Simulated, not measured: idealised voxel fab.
process module | voxel self aligned vias
cross-section cut | 205 nm wide | cells 5 nm
A cross-section is a grid of square cells, given in bands from the top down. A band is one or more rows of cells.
Each band's line starts with the height of the band's top and of its bottom, in nm. Then come its materials from left to right, each with its width in nm. One material with "throughout" fills the band from edge to edge. "air" is empty space.
Height 0 is the level under which the wafer as received is all one material. The lowest band goes on downwards, as in "0 down".
A width such as "30 to 40" changes by the same amount from each row of cells to the next, from the band's top row to its bottom row.
"no change" after a step means that no cell of the cross-section changed.
closed voids: empty space of 8 cells or more with no open way to the top, each as width x height at its distance from the left edge, in nm
after a step's settings: what the simulator itself notes on the step
overlay nm, on a step with a mask: how far to the right of its planned place the mask lay; to the left if negative
plan
1 op RECEIVE | material Si
2 op CONFORMAL_DEP | material SiO2 | thk nm 10
3 op CONFORMAL_DEP | material SiCN | thk nm 5
4 op DIRECTIONAL_DEP | material SiO2 | thk nm 25
5 op PATTERN | tone open | mask id LINES | material resist | width nm 15 | pitch nm 65 | thk nm 20 | overlay nm 0
6 op DIRECTIONAL_ETCH | etch materials SiO2 | depth nm 25
7 op STRIP | etch materials resist
8 op CONFORMAL_DEP | material TiN | thk nm 5
9 op FILL_DEP | material W | thk nm 10
10 op CMP | height nm 40
11 op SELECTIVE_ETCH | etch materials W Ru TiN | depth nm 5
12 op FILL_DEP | material SiN | thk nm 5
13 op CMP | height nm 40
14 op DIRECTIONAL_DEP | material SiO2 | thk nm 20
15 op PATTERN | tone open | mask id VIAS | material resist | width nm 40 | pitch nm 130 | thk nm 20 | overlay nm 0
16 op DIRECTIONAL_ETCH | etch materials SiO2 | depth nm 20
17 op DIRECTIONAL_ETCH | etch materials SiN | depth nm 5
18 op STRIP | etch materials resist
19 op CONFORMAL_DEP | material TiN | thk nm 5
20 op FILL_DEP | material Ru | thk nm 5
21 op CMP | height nm 60
22 op CONFORMAL_DEP | material SiN | thk nm 5
varied across the wafers: width nm of step 5. The plan shows the first wafer's value. All wafers start alike
first wafer as received, after step 1
  0 down: Si throughout
  closed voids: none
each wafer at the end: cells of each material gained (+) or lost (-) since it was received, then its closed voids
width nm 15 | +38 Ru | +41 SiCN | +44 SiN | +342 SiO2 | +59 TiN | +9 W | closed voids: none
width nm 20 | +40 Ru | +41 SiCN | +45 SiN | +327 SiO2 | +62 TiN | +18 W | closed voids: none
width nm 25 | +42 Ru | +41 SiCN | +46 SiN | +312 SiO2 | +65 TiN | +27 W | closed voids: none
width nm 30 | +44 Ru | +41 SiCN | +47 SiN | +297 SiO2 | +68 TiN | +36 W | closed voids: none
width nm 35 | +46 Ru | +41 SiCN | +48 SiN | +282 SiO2 | +71 TiN | +45 W | closed voids: none
